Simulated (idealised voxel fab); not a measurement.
process module | voxel spacer lines
cross-section cut | 275 nm wide | cells 5 nm
A cross-section is a grid of square cells, given in bands from the top down. A band is one or more rows of cells.
Each band's line starts with the height of the band's top and of its bottom, in nm. Then come its materials from left to right, each with its width in nm. One material with "throughout" fills the band from edge to edge. "air" is empty space.
Height 0 is the level under which the wafer as received is all one material. The lowest band goes on downwards, as in "0 down".
A width such as "30 to 40" changes by the same amount from each row of cells to the next, from the band's top row to its bottom row.
"no change" after a step means that no cell of the cross-section changed.
closed voids: empty space of 8 cells or more with no open way to the top, each as width x height at its distance from the left edge, in nm
after a step's settings: what the simulator itself notes on the step
overlay nm, on a step with a mask: how far to the right of its planned place the mask lay; to the left if negative
plan
1 op RECEIVE | material Si
2 op CONFORMAL_DEP | material Al2O3 | thk nm 5
3 op DIRECTIONAL_DEP | material W | thk nm 20
4 op DIRECTIONAL_DEP | material polySi | thk nm 20
5 op PATTERN | tone cover | mask id MANDREL | material resist | width nm 20 | pitch nm 60 | thk nm 25 | overlay nm 0
6 op DIRECTIONAL_ETCH | etch materials polySi | depth nm 20
7 op STRIP | etch materials resist
8 op CONFORMAL_DEP | material SiO2 | thk nm 10
9 op DIRECTIONAL_ETCH | etch materials SiO2 | depth nm 10
10 op STRIP | etch materials polySi
11 op DIRECTIONAL_ETCH | etch materials W | depth nm 20
12 op STRIP | etch materials SiO2
13 op FILL_DEP | material SiO2 | thk nm 5
14 op CMP | height nm 25
first wafer, as planned
as received, after step 1
  0 down: Si throughout
  closed voids: none
after step 2
  5 to 0: Al2O3 throughout
  below 0: unchanged
after step 3
  25 to 5: W throughout
  below 5: unchanged
after step 4
  45 to 25: polySi throughout
  below 25: unchanged
after step 5
  70 to 45: air 95 | resist 20 | air 40 | resist 20 | air 100
  below 45: unchanged
after step 6
  70 to 45: air 95 | resist 20 | air 40 | resist 20 | air 100
  45 to 25: air 95 | polySi 20 | air 40 | polySi 20 | air 100
  below 25: unchanged
after step 7
  45 to 25: air 95 | polySi 20 | air 40 | polySi 20 | air 100
  below 25: unchanged
after step 8
  55 to 45: air 85 | SiO2 40 | air 20 | SiO2 40 | air 90
  45 to 35: air 85 | SiO2 10 | polySi 20 | SiO2 10 | air 20 | SiO2 10 | polySi 20 | SiO2 10 | air 90
  35 to 25: SiO2 95 | polySi 20 | SiO2 40 | polySi 20 | SiO2 100
  below 25: unchanged
after step 9
  45 to 25: air 85 | SiO2 10 | polySi 20 | SiO2 10 | air 20 | SiO2 10 | polySi 20 | SiO2 10 | air 90
  below 25: unchanged
after step 10
  45 to 25: air 85 | SiO2 10 | air 20 | SiO2 10 | air 20 | SiO2 10 | air 20 | SiO2 10 | air 90
  below 25: unchanged
after step 11
  45 to 25: air 85 | SiO2 10 | air 20 | SiO2 10 | air 20 | SiO2 10 | air 20 | SiO2 10 | air 90
  25 to 5: air 85 | W 10 | air 20 | W 10 | air 20 | W 10 | air 20 | W 10 | air 90
  below 5: unchanged
after step 12
  25 to 5: air 85 | W 10 | air 20 | W 10 | air 20 | W 10 | air 20 | W 10 | air 90
  below 5: unchanged
after step 13
  30 to 25: SiO2 throughout
  25 to 5: SiO2 85 | W 10 | SiO2 20 | W 10 | SiO2 20 | W 10 | SiO2 20 | W 10 | SiO2 90
  below 5: unchanged
after step 14
  25 to 5: SiO2 85 | W 10 | SiO2 20 | W 10 | SiO2 20 | W 10 | SiO2 20 | W 10 | SiO2 90
  below 5: unchanged
second wafer: like start, like plan, one mistake. Through step 2 it matches the first wafer
when step 3 should have ended
  25 to 5: polySi throughout
  below 5: unchanged
when step 4 should have ended
  45 to 25: W throughout
  below 25: unchanged
when step 5 should have ended
  70 to 45: air 95 | resist 20 | air 40 | resist 20 | air 100
  below 45: unchanged
when step 6 should have ended: no change
when step 7 should have ended
  45 to 25: W throughout
  below 25: unchanged
when step 8 should have ended
  55 to 45: SiO2 throughout
  below 45: unchanged
when step 9 should have ended
  45 to 25: W throughout
  below 25: unchanged
when step 10 should have ended: no change
when step 11 should have ended
  25 to 5: polySi throughout
  below 5: unchanged
when step 12 should have ended: no change
when step 13 should have ended
  30 to 25: SiO2 throughout
  below 25: unchanged
when step 14 should have ended
  25 to 5: polySi throughout
  below 5: unchanged
what went wrong: steps 3 and 4 were swapped
at the end the second wafer has, in cells: 188 fewer of SiO2 | 32 fewer of W | 220 more of polySi
